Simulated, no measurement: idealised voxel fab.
Process module under the name voxel wiring stack
Square cell edge 5 nm, section width 260 nm, ID cut.
The cross-sections in this document take the form of a grid made of square cells. They are written out as bands, in order from top to bottom. Each band consists of one or more rows of cells.
A band entry consists of two parts. The first gives the height of the band's top and the height of its bottom, in nm. The rest lists the band's materials from left to right, each with its width in nm. A single material labelled with the word "throughout" fills the band from edge to edge, and the word "blank" marks empty space.
We count height from 0. Below that, the starting wafer is all one material. The lowest band never ends at the bottom but goes on down; see "0 down" for how that is written.
Quick explanation for "30->40": the width changes in equal steps down the rows of cells, from the first number in the band's top row to the second number in its bottom row.
"remained the same" means the step left every cell of the cross-section as it was.
The label "Unvented internal voids" introduces a list of the empty spaces, 8 cells or larger, that have no open way up to the top; each entry in it reads width x height at distance, where the distance is taken from the left edge and all three are stated in nm.
Where a step's line continues beyond its settings, the continuation is a remark by the simulator itself on that step.
Among the settings permitted on a step's line is "overlay nm"; applied to a step with a mask, it specifies the extent to which the mask lay to the right of its planned position, whereas a negative figure signifies a position to the left.

Process steps foreseen in the plan
1 op RECEIVE | material Si
2 op CONFORMAL_DEP | material SiO2 | thk nm 15
3 op CONFORMAL_DEP | material SiN | thk nm 5
4 op DIRECTIONAL_DEP | material lowk | thk nm 15
5 op MASKED_ETCH | tone open | mask id METAL_1 | width nm 25 | pitch nm 50 | etch materials lowk | depth nm 15 | overlay nm 0
6 op MASKED_ETCH | tone open | mask id METAL_1 | width nm 25 | pitch nm 50 | etch materials SiN | depth nm 5 | overlay nm 0
7 op CONFORMAL_DEP | material TiN | thk nm 5
8 op FILL_DEP | material W | thk nm 10
9 op CMP | height nm 35
10 op EPI | material Ru | thk nm 5
11 op FILL_DEP | material SiCN | thk nm 5
12 op DIRECTIONAL_DEP | material lowk | thk nm 35
13 op PATTERN | tone open | mask id METAL_2_HOLES | material resist | width nm 15 | thk nm 15 | overlay nm 0
14 op DIRECTIONAL_ETCH | etch materials lowk | depth nm 35
15 op STRIP | etch materials resist
16 op DIRECTIONAL_DEP | material aC | thk nm 15
17 op PATTERN | tone open | mask id METAL_2 | material resist | width nm 25 | pitch nm 50 | thk nm 35 | overlay nm 0
18 op DIRECTIONAL_ETCH | etch materials aC | depth nm 15
19 op STRIP | etch materials resist
20 op DIRECTIONAL_ETCH | etch materials lowk | depth nm 20
21 op DIRECTIONAL_ETCH | etch materials SiCN | depth nm 5
22 op STRIP | etch materials aC
23 op CONFORMAL_DEP | material TiN | thk nm 5
24 op FILL_DEP | material Cu | thk nm 5
25 op CMP | height nm 80
26 op CONFORMAL_DEP | material SiCN | thk nm 5

Cross-sectional view of the wafer in its as-received condition, corresponding to the state after step 1
  0 down | Si throughout
  Unvented internal voids: none

End-of-module cross-section. Starting structure and process plan as above; one mistake made in running it
  85 to 80 | SiCN throughout
  80 to 65 | lowk=90  TiN=5  Cu=15  TiN=5  lowk=25  TiN=5  Cu=15  TiN=5  lowk=95
  65 to 60 | lowk=90  TiN=5  Cu=5  TiN=15  lowk=25  TiN=25  lowk=95
  60 to 45 | lowk=90  TiN=5  Cu=5  TiN=5  lowk=155
  45 to 40 | SiCN=90  TiN=15  SiCN=155
  40 to 35 | SiCN=85  Ru=35  SiCN=15  Ru=35  SiCN=90
  35 to 25 | lowk=90  TiN=5  W=15  TiN=5  lowk=25  TiN=5  W=15  TiN=5  lowk=95
  25 to 20 | lowk=90  TiN=5  W=5  TiN=15  lowk=25  TiN=5  W=5  TiN=15  lowk=95
  20 to 15 | SiN=90  TiN=15  SiN=35  TiN=15  SiN=105
  15 to 0 | SiO2 throughout
  0 down | Si throughout
  Unvented internal voids: none
Nonconformance to the process plan: step 6 was not run as planned; what actually ran was op MASKED_ETCH | tone open | mask id METAL_1 | width nm 25 | pitch nm 50 | etch materials SiN | depth nm 5 | overlay nm -10
